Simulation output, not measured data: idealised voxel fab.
process module | voxel transistor to metal
cross-section cut | 290 nm wide | cells 5 nm
A cross-section is a grid of square cells, given in bands from the top down. A band is one or more rows of cells.
Each band's line starts with the height of the band's top and of its bottom, in nm. Then come its materials from left to right, each with its width in nm. One material with "throughout" fills the band from edge to edge. "air" is empty space.
Height 0 is the level under which the wafer as received is all one material. The lowest band goes on downwards, as in "0 down".
A width such as "30 to 40" changes by the same amount from each row of cells to the next, from the band's top row to its bottom row.
"no change" after a step means that no cell of the cross-section changed.
closed voids: empty space of 8 cells or more with no open way to the top, each as width x height at its distance from the left edge, in nm
after a step's settings: what the simulator itself notes on the step
overlay nm, on a step with a mask: how far to the right of its planned place the mask lay; to the left if negative
plan
1 op RECEIVE | material Si
2 op OXIDIZE | depth nm 5
3 op CONFORMAL_DEP | material SiN | thk nm 15
4 op DIRECTIONAL_DEP | material aC | thk nm 10
5 op PATTERN | tone cover | mask id ACTIVE | material resist | width nm 115 | pitch nm 145 | thk nm 25 | overlay nm 0
6 op DIRECTIONAL_ETCH | etch materials aC | depth nm 10
7 op STRIP | etch materials resist
8 op DIRECTIONAL_ETCH | etch materials SiN | depth nm 15
9 op DIRECTIONAL_ETCH | etch materials SiO2 | depth nm 5
10 op DIRECTIONAL_ETCH | etch materials Si | depth nm 35
11 op STRIP | etch materials aC
12 op FILL_DEP | material SiO2 | thk nm 15
13 op CMP | height nm 15
14 op SELECTIVE_ETCH | etch materials SiO2 | depth nm 10
15 op STRIP | etch materials SiN
16 op SELECTIVE_ETCH | etch materials SiO2 | depth nm 5
17 op OXIDIZE | depth nm 5
18 op DIRECTIONAL_DEP | material polySi | thk nm 20
19 op DIRECTIONAL_DEP | material SiCN | thk nm 10
20 op DIRECTIONAL_DEP | material aC | thk nm 15
21 op PATTERN | tone cover | mask id GATE | material resist | width nm 35 | pitch nm 145 | thk nm 30 | overlay nm 0
22 op DIRECTIONAL_ETCH | etch materials aC | depth nm 15
23 op STRIP | etch materials resist
24 op DIRECTIONAL_ETCH | etch materials SiCN | depth nm 20
25 op DIRECTIONAL_ETCH | etch materials polySi | depth nm 30
26 op STRIP | etch materials aC
27 op CONFORMAL_DEP | material SiO2 | thk nm 5
28 op DIRECTIONAL_ETCH | etch materials SiO2 | depth nm 5
29 op CONFORMAL_DEP | material SiN | thk nm 5
30 op DIRECTIONAL_ETCH | etch materials SiN | depth nm 5
31 op DIRECTIONAL_ETCH | etch materials SiO2 | depth nm 5
32 op DIRECTIONAL_ETCH | etch materials Si | depth nm 10
33 op EPI | material SiGe | thk nm 10
34 op FILL_DEP | material SiO2 | thk nm 10
35 op CMP | height nm 15
36 op STRIP | etch materials polySi
37 op SELECTIVE_ETCH | etch materials SiO2 | depth nm 5
38 op CONFORMAL_DEP | material HfO2 | thk nm 5
39 op CONFORMAL_DEP | material TiN | thk nm 5
40 op FILL_DEP | material W | thk nm 5
41 op CMP | height nm 10
42 op DIRECTIONAL_DEP | material SiO2 | thk nm 10
43 op PATTERN | tone open | mask id CONTACT | material resist | width nm 20 | thk nm 20 | overlay nm 0
44 op DIRECTIONAL_ETCH | etch materials SiO2 | depth nm 30
45 op STRIP | etch materials resist
46 op CONFORMAL_DEP | material TiN | thk nm 5
47 op FILL_DEP | material Ru | thk nm 10
48 op CMP | height nm 20
49 op DIRECTIONAL_DEP | material TiN | thk nm 5
50 op DIRECTIONAL_DEP | material W | thk nm 25
51 op PATTERN | tone cover | mask id METAL_1 | material resist | width nm 20 | thk nm 15 | overlay nm 0
52 op DIRECTIONAL_ETCH | etch materials W | depth nm 25
53 op DIRECTIONAL_ETCH | etch materials TiN | depth nm 5
54 op STRIP | etch materials resist
55 op FILL_DEP | material lowk | thk nm 10
56 op CMP | height nm 50
57 op CONFORMAL_DEP | material SiCN | thk nm 5
58 op DIRECTIONAL_DEP | material SiO2 | thk nm 30
59 op MASKED_ETCH | tone open | mask id METAL_2 | width nm 20 | pitch nm 145 | etch materials SiO2 | depth nm 15 | overlay nm 0
60 op MASKED_ETCH | tone open | mask id METAL_2_HOLES | width nm 15 | pitch nm 145 | etch materials SiO2 | depth nm 15 | overlay nm 0
61 op MASKED_ETCH | tone open | mask id METAL_2_HOLES | width nm 15 | pitch nm 145 | etch materials SiCN | depth nm 5 | overlay nm 0
62 op CONFORMAL_DEP | material TiN | thk nm 5
63 op FILL_DEP | material Cu | thk nm 10
64 op CMP | height nm 85
65 op CONFORMAL_DEP | material SiN | thk nm 5
as received, after step 1
  0 down: Si throughout
  closed voids: none
first wafer at the end, as planned
  90 to 85: SiN throughout
  85 to 75: SiO2 20 | TiN 5 | Cu 10 | TiN 5 | SiO2 125 | TiN 5 | Cu 10 | TiN 5 | SiO2 105
  75 to 70: SiO2 20 | TiN 5 | Cu 5 | TiN 10 | SiO2 125 | TiN 5 | Cu 5 | TiN 10 | SiO2 105
  70 to 55: SiO2 20 | TiN 5 | Cu 5 | TiN 5 | SiO2 130 | TiN 5 | Cu 5 | TiN 5 | SiO2 110
  55 to 50: SiCN 20 | TiN 15 | SiCN 130 | TiN 15 | SiCN 110
  50 to 25: lowk 20 | W 20 | lowk 65 | W 20 | lowk 40 | W 20 | lowk 65 | W 20 | lowk 20
  25 to 20: lowk 20 | TiN 20 | lowk 65 | TiN 20 | lowk 40 | TiN 20 | lowk 65 | TiN 20 | lowk 20
  20 to 10: SiO2 20 | TiN 5 | Ru 10 | TiN 5 | SiO2 65 | TiN 5 | Ru 10 | TiN 5 | SiO2 40 | TiN 5 | Ru 10 | TiN 5 | SiO2 65 | TiN 5 | Ru 10 | TiN 5 | SiO2 20
  10 to 5: SiO2 20 | TiN 5 | Ru 10 | TiN 5 | SiO2 5 | SiN 5 | HfO2 5 | TiN 5 | W 25 | TiN 5 | HfO2 5 | SiN 5 | SiO2 5 | TiN 5 | Ru 10 | TiN 5 | SiO2 40 | TiN 5 | Ru 10 | TiN 5 | SiO2 5 | SiN 5 | HfO2 5 | TiN 5 | W 25 | TiN 5 | HfO2 5 | SiN 5 | SiO2 5 | TiN 5 | Ru 10 | TiN 5 | SiO2 20
  5 to 0: SiO2 20 | TiN 20 | SiO2 5 | SiN 5 | HfO2 5 | TiN 5 | W 25 | TiN 5 | HfO2 5 | SiN 5 | SiO2 5 | TiN 20 | SiO2 40 | TiN 20 | SiO2 5 | SiN 5 | HfO2 5 | TiN 5 | W 25 | TiN 5 | HfO2 5 | SiN 5 | SiO2 5 | TiN 20 | SiO2 20
  0 to -5: SiO2 15 | SiN 5 | SiGe 10 | TiN 5 | SiGe 10 | SiN 5 | HfO2 5 | TiN 35 | HfO2 5 | SiN 5 | SiGe 10 | TiN 5 | SiGe 10 | SiN 5 | SiO2 30 | SiN 5 | SiGe 10 | TiN 5 | SiGe 10 | SiN 5 | HfO2 5 | TiN 35 | HfO2 5 | SiN 5 | SiGe 10 | TiN 5 | SiGe 10 | SiN 5 | SiO2 15
  -5 to -10: SiO2 20 | SiGe 10 | TiN 5 | SiGe 10 | SiO2 5 | HfO2 45 | SiO2 5 | SiGe 10 | TiN 5 | SiGe 10 | SiO2 40 | SiGe 10 | TiN 5 | SiGe 10 | SiO2 5 | HfO2 45 | SiO2 5 | SiGe 10 | TiN 5 | SiGe 10 | SiO2 20
  -10 to -20: SiO2 15 | Si 5 | SiGe 25 | Si 55 | SiGe 25 | Si 5 | SiO2 30 | Si 5 | SiGe 25 | Si 55 | SiGe 25 | Si 5 | SiO2 15
  -20 to -40: SiO2 15 | Si 115 | SiO2 30 | Si 115 | SiO2 15
  -40 down: Si throughout
  closed voids: none
second wafer at the end: like start, like plan, one mistake
  90 to 85: SiN throughout
  85 to 80: SiCN 20 | TiN 15 | SiCN 130 | TiN 15 | SiCN 110
  80 to 50: SiO2 throughout
  50 to 25: lowk 20 | W 20 | lowk 65 | W 20 | lowk 40 | W 20 | lowk 65 | W 20 | lowk 20
  25 to 20: lowk 20 | TiN 20 | lowk 65 | TiN 20 | lowk 40 | TiN 20 | lowk 65 | TiN 20 | lowk 20
  20 to 10: SiO2 20 | TiN 5 | Ru 10 | TiN 5 | SiO2 65 | TiN 5 | Ru 10 | TiN 5 | SiO2 40 | TiN 5 | Ru 10 | TiN 5 | SiO2 65 | TiN 5 | Ru 10 | TiN 5 | SiO2 20
  10 to 5: SiO2 20 | TiN 5 | Ru 10 | TiN 5 | SiO2 5 | SiN 5 | HfO2 5 | TiN 5 | W 25 | TiN 5 | HfO2 5 | SiN 5 | SiO2 5 | TiN 5 | Ru 10 | TiN 5 | SiO2 40 | TiN 5 | Ru 10 | TiN 5 | SiO2 5 | SiN 5 | HfO2 5 | TiN 5 | W 25 | TiN 5 | HfO2 5 | SiN 5 | SiO2 5 | TiN 5 | Ru 10 | TiN 5 | SiO2 20
  5 to 0: SiO2 20 | TiN 20 | SiO2 5 | SiN 5 | HfO2 5 | TiN 5 | W 25 | TiN 5 | HfO2 5 | SiN 5 | SiO2 5 | TiN 20 | SiO2 40 | TiN 20 | SiO2 5 | SiN 5 | HfO2 5 | TiN 5 | W 25 | TiN 5 | HfO2 5 | SiN 5 | SiO2 5 | TiN 20 | SiO2 20
  0 to -5: SiO2 15 | SiN 5 | SiGe 10 | TiN 5 | SiGe 10 | SiN 5 | HfO2 5 | TiN 35 | HfO2 5 | SiN 5 | SiGe 10 | TiN 5 | SiGe 10 | SiN 5 | SiO2 30 | SiN 5 | SiGe 10 | TiN 5 | SiGe 10 | SiN 5 | HfO2 5 | TiN 35 | HfO2 5 | SiN 5 | SiGe 10 | TiN 5 | SiGe 10 | SiN 5 | SiO2 15
  -5 to -10: SiO2 20 | SiGe 10 | TiN 5 | SiGe 10 | SiO2 5 | HfO2 45 | SiO2 5 | SiGe 10 | TiN 5 | SiGe 10 | SiO2 40 | SiGe 10 | TiN 5 | SiGe 10 | SiO2 5 | HfO2 45 | SiO2 5 | SiGe 10 | TiN 5 | SiGe 10 | SiO2 20
  -10 to -20: SiO2 15 | Si 5 | SiGe 25 | Si 55 | SiGe 25 | Si 5 | SiO2 30 | Si 5 | SiGe 25 | Si 55 | SiGe 25 | Si 5 | SiO2 15
  -20 to -40: SiO2 15 | Si 115 | SiO2 30 | Si 115 | SiO2 15
  -40 down: Si throughout
  closed voids: none
what went wrong: steps 57 and 58 were swapped
at the end the second wafer has, in cells: 16 fewer of Cu | 42 more of SiO2 | 26 fewer of TiN
